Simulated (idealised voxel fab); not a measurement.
The document below concerns the process module designated voxel self aligned contacts.
Cross-section cut spans 245 nm and uses square cells 5 nm in size.
This document writes a cross-section as a grid whose cells are square, and gives it as bands, listed from the top down; one or more rows of cells form a band. Heads up on the band format: heights come first, top then bottom, in nm. After that it's the materials left to right, each with its width in nm. A single material flagged "all across" fills the whole band edge to edge, and "empty" means there's empty space there. Ref level 0: as-received wafer is one material below here. Bottom band extends down with no lower bound ("0 down"). Per-row width for "30 to 40": begins at first number (top row of band), ends at second number (bottom row), increment between rows held constant. Step marked "remained the same"? Then no cell in the cross-section changed in it. For the entry "Non-vented voids", the listed items are empty spaces with no open way to the top whose size is 8 cells or more; each item follows the pattern width x height at distance, where distance is from the left edge and all three are in nm. Note: text after step settings on the step line = simulator remark on that step. Regarding "overlay nm": on a step with a mask, it is the distance the mask lay to the right of its planned place; a negative value places it to the left.

SO HERE'S THE LINEUP OF PROCESS STEPS WE PLANNED
1,RECEIVE with material Si
2,CONFORMAL_DEP with material SiO2, thk nm 5
3,DIRECTIONAL_DEP with material polySi, thk nm 30
4,DIRECTIONAL_DEP with material SiN, thk nm 20
5,PATTERN with tone cover, mask id GATE, material resist, width nm 30, pitch nm 70, thk nm 20, overlay nm 0
6,DIRECTIONAL_ETCH with etch materials SiN, depth nm 20
7,DIRECTIONAL_ETCH with etch materials polySi, depth nm 30
8,STRIP with etch materials resist
9,CONFORMAL_DEP with material SiN, thk nm 10
10,DIRECTIONAL_ETCH with etch materials SiN, depth nm 10
11,FILL_DEP with material SiO2, thk nm 10
12,CMP with height nm 60
13,PATTERN with tone open, mask id CONTACT, material resist, width nm 50, pitch nm 70, thk nm 20, overlay nm 0
14,DIRECTIONAL_ETCH with etch materials SiO2, depth nm 60
15,STRIP with etch materials resist
16,CONFORMAL_DEP with material TiN, thk nm 5
17,FILL_DEP with material Ru, thk nm 5
18,CMP with height nm 60
19,CONFORMAL_DEP with material SiCN, thk nm 5

AS RECEIVED, AFTER STEP 1
  0 down | Si all across
  Non-vented voids: none

SECTIONED VIEW, FIRST OF TWO WAFERS, AT THE CLOSE OF THE MODULE, PROCESSED AS INTENDED IN THE PLAN
  65 to 60 | SiCN all across
  60 to 55 | SiO2=60, TiN=20, Ru=10, TiN=20, SiO2=20, TiN=20, Ru=10, TiN=20, SiO2=65
  55 to 35 | SiO2=25, SiN=50, TiN=5, Ru=10, TiN=5, SiN=50, TiN=5, Ru=10, TiN=5, SiN=50, SiO2=30
  35 to 5 | SiO2=25, SiN=10, polySi=30, SiN=10, TiN=5, Ru=10, TiN=5, SiN=10, polySi=30, SiN=10, TiN=5, Ru=10, TiN=5, SiN=10, polySi=30, SiN=10, SiO2=30
  5 to 0 | SiO2=75, TiN=20, SiO2=50, TiN=20, SiO2=80
  0 down | Si all across
  Non-vented voids: none

MODULE END: CROSS-SECTION OF WAFER TWO OF TWO. SAME START AND PROCESS PLAN AS THE FIRST WAFER. ONE MISTAKE DURING EXECUTION
  65 to 60 | SiCN all across
  60 to 55 | SiO2=60, SiN=20, Ru=10, SiN=20, SiO2=20, SiN=20, Ru=10, SiN=20, SiO2=65
  55 to 35 | SiO2=25, SiN=55, Ru=10, SiN=60, Ru=10, SiN=55, SiO2=30
  35 to 5 | SiO2=25, SiN=10, polySi=30, SiN=15, Ru=10, SiN=15, polySi=30, SiN=15, Ru=10, SiN=15, polySi=30, SiN=10, SiO2=30
  5 to 0 | SiO2=75, SiN=20, SiO2=50, SiN=20, SiO2=80
  0 down | Si all across
  Non-vented voids: none
The mistake made against the process plan was this: step 16 ran with different settings than intended, the actual operation and settings being CONFORMAL_DEP with material SiN, thk nm 5
Final comparison by cell count, materials where the second wafer has more or fewer than the first: 64 more of SiN, 64 fewer of TiN
